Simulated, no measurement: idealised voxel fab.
process module | voxel double patterning
cross-section cut | 185 nm wide | cells 5 nm
A cross-section is a grid of square cells, given in bands from the top down. A band is one or more rows of cells.
Each band's line starts with the height of the band's top and of its bottom, in nm. Then come its materials from left to right, each with its width in nm. One material with "throughout" fills the band from edge to edge. "air" is empty space.
Height 0 is the level under which the wafer as received is all one material. The lowest band goes on downwards, as in "0 down".
A width such as "30 to 40" changes by the same amount from each row of cells to the next, from the band's top row to its bottom row.
"no change" after a step means that no cell of the cross-section changed.
closed voids: empty space of 8 cells or more with no open way to the top, each as width x height at its distance from the left edge, in nm
after a step's settings: what the simulator itself notes on the step
overlay nm, on a step with a mask: how far to the right of its planned place the mask lay; to the left if negative
plan
1 op RECEIVE | material Si
2 op CONFORMAL_DEP | material SiO2 | thk nm 5
3 op DIRECTIONAL_DEP | material TiN | thk nm 15
4 op DIRECTIONAL_DEP | material SiN | thk nm 10
5 op DIRECTIONAL_DEP | material aC | thk nm 15
6 op PATTERN | tone open | mask id FIRST | material resist | width nm 15 | pitch nm 50 | thk nm 30 | overlay nm 0
7 op DIRECTIONAL_ETCH | etch materials aC | depth nm 15
8 op STRIP | etch materials resist
9 op DIRECTIONAL_ETCH | etch materials SiN | depth nm 10
10 op STRIP | etch materials aC
11 op PATTERN | tone open | mask id SECOND | material resist | width nm 15 | pitch nm 50 | thk nm 20 | overlay nm 0
12 op DIRECTIONAL_ETCH | etch materials SiN | depth nm 10
13 op STRIP | etch materials resist
14 op DIRECTIONAL_ETCH | etch materials TiN | depth nm 15
15 op STRIP | etch materials SiN
as received, after step 1
  0 down: Si throughout
  closed voids: none
a wafer at the end: this start, this plan, one mistake
  20 to 5: TiN 35 | air 15 | TiN 10 | air 20 | TiN 5 | air 15 | TiN 10 | air 20 | TiN 5 | air 15 | TiN 35
  5 to 0: SiO2 throughout
  0 down: Si throughout
  closed voids: none
what went wrong: step 11 ran as: op PATTERN | tone open | mask id SECOND | material resist | width nm 20 | pitch nm 50 | thk nm 20 | overlay nm 0
